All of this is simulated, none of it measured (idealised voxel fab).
process module | voxel tone inversion
cross-section cut | 300 nm wide | cells 5 nm
A cross-section is a grid of square cells, given in bands from the top down. A band is one or more rows of cells.
Each band's line starts with the height of the band's top and of its bottom, in nm. Then come its materials from left to right, each with its width in nm. One material with "throughout" fills the band from edge to edge. "air" is empty space.
Height 0 is the level under which the wafer as received is all one material. The lowest band goes on downwards, as in "0 down".
A width such as "30 to 40" changes by the same amount from each row of cells to the next, from the band's top row to its bottom row.
"no change" after a step means that no cell of the cross-section changed.
closed voids: empty space of 8 cells or more with no open way to the top, each as width x height at its distance from the left edge, in nm
after a step's settings: what the simulator itself notes on the step
overlay nm, on a step with a mask: how far to the right of its planned place the mask lay; to the left if negative
plan
1 op RECEIVE | material Si
2 op CONFORMAL_DEP | material SiCN | thk nm 10
3 op DIRECTIONAL_DEP | material polySi | thk nm 20
4 op PATTERN | tone cover | mask id POSTS | material resist | width nm 25 | pitch nm 55 | thk nm 30 | overlay nm 0
5 op DIRECTIONAL_ETCH | etch materials polySi | depth nm 20
6 op STRIP | etch materials resist
7 op FILL_DEP | material SiO2 | thk nm 10
8 op CMP | height nm 30
9 op STRIP | etch materials polySi
10 op CONFORMAL_DEP | material TiN | thk nm 5
11 op FILL_DEP | material Cu | thk nm 10
12 op CMP | height nm 30
13 op CONFORMAL_DEP | material SiN | thk nm 5
first wafer, as planned
as received, after step 1
  0 down: Si throughout
  closed voids: none
after step 2
  10 to 0: SiCN throughout
  below 0: unchanged
after step 3
  30 to 10: polySi throughout
  below 10: unchanged
after step 4
  60 to 30: air 55 | resist 25 | air 30 | resist 25 | air 30 | resist 25 | air 30 | resist 25 | air 55
  below 30: unchanged
after step 5
  60 to 30: air 55 | resist 25 | air 30 | resist 25 | air 30 | resist 25 | air 30 | resist 25 | air 55
  30 to 10: air 55 | polySi 25 | air 30 | polySi 25 | air 30 | polySi 25 | air 30 | polySi 25 | air 55
  below 10: unchanged
after step 6
  30 to 10: air 55 | polySi 25 | air 30 | polySi 25 | air 30 | polySi 25 | air 30 | polySi 25 | air 55
  below 10: unchanged
after step 7
  40 to 30: SiO2 throughout
  30 to 10: SiO2 55 | polySi 25 | SiO2 30 | polySi 25 | SiO2 30 | polySi 25 | SiO2 30 | polySi 25 | SiO2 55
  below 10: unchanged
after step 8
  30 to 10: SiO2 55 | polySi 25 | SiO2 30 | polySi 25 | SiO2 30 | polySi 25 | SiO2 30 | polySi 25 | SiO2 55
  below 10: unchanged
after step 9
  30 to 10: SiO2 55 | air 25 | SiO2 30 | air 25 | SiO2 30 | air 25 | SiO2 30 | air 25 | SiO2 55
  below 10: unchanged
after step 10
  35 to 30: TiN 60 | air 15 | TiN 40 | air 15 | TiN 40 | air 15 | TiN 40 | air 15 | TiN 60
  30 to 15: SiO2 55 | TiN 5 | air 15 | TiN 5 | SiO2 30 | TiN 5 | air 15 | TiN 5 | SiO2 30 | TiN 5 | air 15 | TiN 5 | SiO2 30 | TiN 5 | air 15 | TiN 5 | SiO2 55
  15 to 10: SiO2 55 | TiN 25 | SiO2 30 | TiN 25 | SiO2 30 | TiN 25 | SiO2 30 | TiN 25 | SiO2 55
  below 10: unchanged
after step 11
  45 to 35: Cu throughout
  35 to 30: TiN 60 | Cu 15 | TiN 40 | Cu 15 | TiN 40 | Cu 15 | TiN 40 | Cu 15 | TiN 60
  30 to 15: SiO2 55 | TiN 5 | Cu 15 | TiN 5 | SiO2 30 | TiN 5 | Cu 15 | TiN 5 | SiO2 30 | TiN 5 | Cu 15 | TiN 5 | SiO2 30 | TiN 5 | Cu 15 | TiN 5 | SiO2 55
  below 15: unchanged
after step 12
  30 to 15: SiO2 55 | TiN 5 | Cu 15 | TiN 5 | SiO2 30 | TiN 5 | Cu 15 | TiN 5 | SiO2 30 | TiN 5 | Cu 15 | TiN 5 | SiO2 30 | TiN 5 | Cu 15 | TiN 5 | SiO2 55
  below 15: unchanged
after step 13
  35 to 30: SiN throughout
  below 30: unchanged
second wafer: like start, like plan, one mistake. Through step 3 it matches the first wafer
when step 4 should have ended
  60 to 30: air 45 | resist 25 | air 30 | resist 25 | air 30 | resist 25 | air 30 | resist 25 | air 65
  below 30: unchanged
when step 5 should have ended
  60 to 30: air 45 | resist 25 | air 30 | resist 25 | air 30 | resist 25 | air 30 | resist 25 | air 65
  30 to 10: air 45 | polySi 25 | air 30 | polySi 25 | air 30 | polySi 25 | air 30 | polySi 25 | air 65
  below 10: unchanged
when step 6 should have ended
  30 to 10: air 45 | polySi 25 | air 30 | polySi 25 | air 30 | polySi 25 | air 30 | polySi 25 | air 65
  below 10: unchanged
when step 7 should have ended
  40 to 30: SiO2 throughout
  30 to 10: SiO2 45 | polySi 25 | SiO2 30 | polySi 25 | SiO2 30 | polySi 25 | SiO2 30 | polySi 25 | SiO2 65
  below 10: unchanged
when step 8 should have ended
  30 to 10: SiO2 45 | polySi 25 | SiO2 30 | polySi 25 | SiO2 30 | polySi 25 | SiO2 30 | polySi 25 | SiO2 65
  below 10: unchanged
when step 9 should have ended
  30 to 10: SiO2 45 | air 25 | SiO2 30 | air 25 | SiO2 30 | air 25 | SiO2 30 | air 25 | SiO2 65
  below 10: unchanged
when step 10 should have ended
  35 to 30: TiN 50 | air 15 | TiN 40 | air 15 | TiN 40 | air 15 | TiN 40 | air 15 | TiN 70
  30 to 15: SiO2 45 | TiN 5 | air 15 | TiN 5 | SiO2 30 | TiN 5 | air 15 | TiN 5 | SiO2 30 | TiN 5 | air 15 | TiN 5 | SiO2 30 | TiN 5 | air 15 | TiN 5 | SiO2 65
  15 to 10: SiO2 45 | TiN 25 | SiO2 30 | TiN 25 | SiO2 30 | TiN 25 | SiO2 30 | TiN 25 | SiO2 65
  below 10: unchanged
when step 11 should have ended
  45 to 35: Cu throughout
  35 to 30: TiN 50 | Cu 15 | TiN 40 | Cu 15 | TiN 40 | Cu 15 | TiN 40 | Cu 15 | TiN 70
  30 to 15: SiO2 45 | TiN 5 | Cu 15 | TiN 5 | SiO2 30 | TiN 5 | Cu 15 | TiN 5 | SiO2 30 | TiN 5 | Cu 15 | TiN 5 | SiO2 30 | TiN 5 | Cu 15 | TiN 5 | SiO2 65
  below 15: unchanged
when step 12 should have ended
  30 to 15: SiO2 45 | TiN 5 | Cu 15 | TiN 5 | SiO2 30 | TiN 5 | Cu 15 | TiN 5 | SiO2 30 | TiN 5 | Cu 15 | TiN 5 | SiO2 30 | TiN 5 | Cu 15 | TiN 5 | SiO2 65
  below 15: unchanged
when step 13 should have ended
  35 to 30: SiN throughout
  below 30: unchanged
what went wrong: step 4 ran as: op PATTERN | tone cover | mask id POSTS | material resist | width nm 25 | pitch nm 55 | thk nm 30 | overlay nm -10
at the end the second wafer has, in cells: as many of each material as the first, in other places
